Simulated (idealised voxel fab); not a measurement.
process module | voxel released beams
cross-section cut | 205 nm wide | cells 5 nm
A cross-section is a grid of square cells, given in bands from the top down. A band is one or more rows of cells.
Each band's line starts with the height of the band's top and of its bottom, in nm. Then come its materials from left to right, each with its width in nm. One material with "throughout" fills the band from edge to edge. "air" is empty space.
Height 0 is the level under which the wafer as received is all one material. The lowest band goes on downwards, as in "0 down".
A width such as "30 to 40" changes by the same amount from each row of cells to the next, from the band's top row to its bottom row.
"no change" after a step means that no cell of the cross-section changed.
closed voids: empty space of 8 cells or more with no open way to the top, each as width x height at its distance from the left edge, in nm
after a step's settings: what the simulator itself notes on the step
overlay nm, on a step with a mask: how far to the right of its planned place the mask lay; to the left if negative
plan
1 op RECEIVE | material Si
2 op CONFORMAL_DEP | material Al2O3 | thk nm 10
3 op DIRECTIONAL_DEP | material SiO2 | thk nm 15
4 op DIRECTIONAL_DEP | material aC | thk nm 10
5 op PATTERN | tone open | mask id ANCHOR | material resist | width nm 30 | thk nm 30 | overlay nm 0
6 op DIRECTIONAL_ETCH | etch materials aC | depth nm 10
7 op STRIP | etch materials resist
8 op DIRECTIONAL_ETCH | etch materials SiO2 | depth nm 15
9 op STRIP | etch materials aC
10 op CONFORMAL_DEP | material SiN | thk nm 10
11 op PATTERN | tone cover | mask id BEAM | material resist | width nm 100 | thk nm 20 | overlay nm 0
12 op DIRECTIONAL_ETCH | etch materials SiN | depth nm 10
13 op STRIP | etch materials resist
14 op STRIP | etch materials SiO2
first wafer, as planned
as received, after step 1
  0 down: Si throughout
  closed voids: none
after step 2
  10 to 0: Al2O3 throughout
  below 0: unchanged
after step 3
  25 to 10: SiO2 throughout
  below 10: unchanged
after step 4
  35 to 25: aC throughout
  below 25: unchanged
after step 5
  65 to 35: resist 55 | air 30 | resist 120
  below 35: unchanged
after step 6
  55 to 35: resist 55 | air 30 | resist 120
  35 to 25: aC 55 | air 30 | aC 120
  below 25: unchanged
after step 7
  35 to 25: aC 55 | air 30 | aC 120
  below 25: unchanged
after step 8
  35 to 25: aC 55 | air 30 | aC 120
  25 to 10: SiO2 55 | air 30 | SiO2 120
  below 10: unchanged
after step 9
  25 to 10: SiO2 55 | air 30 | SiO2 120
  below 10: unchanged
after step 10
  35 to 25: SiN 65 | air 10 | SiN 130
  25 to 20: SiO2 55 | SiN 10 | air 10 | SiN 10 | SiO2 120
  20 to 10: SiO2 55 | SiN 30 | SiO2 120
  below 10: unchanged
after step 11
  55 to 35: air 50 | resist 100 | air 55
  35 to 25: SiN 65 | resist 10 | SiN 130
  25 to 20: SiO2 55 | SiN 10 | resist 10 | SiN 10 | SiO2 120
  below 20: unchanged
after step 12
  55 to 35: air 50 | resist 100 | air 55
  35 to 25: air 50 | SiN 15 | resist 10 | SiN 75 | air 55
  below 25: unchanged
after step 13
  35 to 25: air 50 | SiN 15 | air 10 | SiN 75 | air 55
  25 to 20: SiO2 55 | SiN 10 | air 10 | SiN 10 | SiO2 120
  below 20: unchanged
after step 14
  35 to 25: air 50 | SiN 15 | air 10 | SiN 75 | air 55
  25 to 20: air 55 | SiN 10 | air 10 | SiN 10 | air 120
  20 to 10: air 55 | SiN 30 | air 120
  below 10: unchanged
second wafer: like start, like plan, one mistake. Through step 10 it matches the first wafer
when step 11 should have ended
  55 to 35: air 55 | resist 90 | air 60
  35 to 25: SiN 65 | resist 10 | SiN 130
  25 to 20: SiO2 55 | SiN 10 | resist 10 | SiN 10 | SiO2 120
  below 20: unchanged
when step 12 should have ended
  55 to 35: air 55 | resist 90 | air 60
  35 to 25: air 55 | SiN 10 | resist 10 | SiN 70 | air 60
  below 25: unchanged
when step 13 should have ended
  35 to 25: air 55 | SiN 10 | air 10 | SiN 70 | air 60
  25 to 20: SiO2 55 | SiN 10 | air 10 | SiN 10 | SiO2 120
  below 20: unchanged
when step 14 should have ended
  35 to 25: air 55 | SiN 10 | air 10 | SiN 70 | air 60
  25 to 20: air 55 | SiN 10 | air 10 | SiN 10 | air 120
  20 to 10: air 55 | SiN 30 | air 120
  below 10: unchanged
what went wrong: step 11 ran as: op PATTERN | tone cover | mask id BEAM | material resist | width nm 90 | thk nm 20 | overlay nm 0
at the end the second wafer has, in cells: 4 fewer of SiN
